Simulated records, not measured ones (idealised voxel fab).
Process module, titled voxel ribs on slabs
The figure presents cross-section cut, which has a width of 250 nm and is divided into square cells with an edge length of 5 nm.
Bands, listed from the top down, are how a cross-section gets written in this document; the cross-section itself is a grid of square cells, and a band is one or more rows of them. Top, bottom (nm), then materials left to right with widths (nm); lone material tagged "throughout" fills the whole band edge to edge; "air" = empty space. Basically, 0 is our baseline, since under it the wafer straight out of the box is all one material. The bottom band has no lower end and keeps on going down, so it looks like "0 -> down". Read "30 to 40" as a graded width: first number on top, second number at the bottom, same change between each pair of neighbouring rows. Step marked "no alteration"? Then no cell in the cross-section changed in it. Enclosed voids (no open way to top), threshold 8 cells or more, entry "Unvented internal voids", notation width x height at distance, distance from left edge, nm. What comes after the settings on a step's line is commentary from the simulator itself on that step. A step's line can hold "overlay nm"; with a mask on that step, the setting says how far right of the planned place the mask lay, while a negative setting says it lay to the left.

-- Planned process steps
1 RECEIVE (material Si)
2 DIRECTIONAL_DEP (material SiO2; thk nm 20)
3 DIRECTIONAL_DEP (material SiN; thk nm 25)
4 PATTERN (tone cover; mask id RIB; material resist; width nm 25; thk nm 15; overlay nm 0)
5 DIRECTIONAL_ETCH (etch materials SiN; depth nm 5)
6 STRIP (etch materials resist)
7 DIRECTIONAL_DEP (material aC; thk nm 10)
8 PATTERN (tone cover; mask id SLAB; material resist; width nm 55; thk nm 25; overlay nm 0)
9 DIRECTIONAL_ETCH (etch materials aC; depth nm 10)
10 STRIP (etch materials resist)
11 DIRECTIONAL_ETCH (etch materials SiN; depth nm 20)
12 STRIP (etch materials aC)
13 FILL_DEP (material SiO2; thk nm 25)
14 CMP (height nm 65)
15 DIRECTIONAL_DEP (material TiN; thk nm 10)
16 DIRECTIONAL_DEP (material aC; thk nm 15)
17 PATTERN (tone cover; mask id HEATER; material resist; width nm 35; thk nm 35; overlay nm 0)
18 DIRECTIONAL_ETCH (etch materials aC; depth nm 15)
19 STRIP (etch materials resist)
20 DIRECTIONAL_ETCH (etch materials TiN; depth nm 10)
21 STRIP (etch materials aC)
22 CONFORMAL_DEP (material SiN; thk nm 10)

-- As received (post step 1): cross-section
    0 -> down = Si throughout
    Unvented internal voids: none

-- Same starting wafer, same plan as above, one mistake in the execution; this is the cross-section at the end of the module
    85 -> 75 = SiN: 115, air: 15, SiN: 120
    75 -> 65 = TiN: 105, SiN: 35, TiN: 110
    65 -> 45 = SiO2 throughout
    45 -> 40 = SiO2: 110, SiN: 25, SiO2: 115
    40 -> 20 = SiO2: 95, SiN: 55, SiO2: 100
    20 -> 0 = SiO2 throughout
    0 -> down = Si throughout
    Unvented internal voids: none
Where did the run depart from the plan? step 17 deviated from plan and actually ran as PATTERN (tone open; mask id HEATER; material resist; width nm 35; thk nm 35; overlay nm 0)
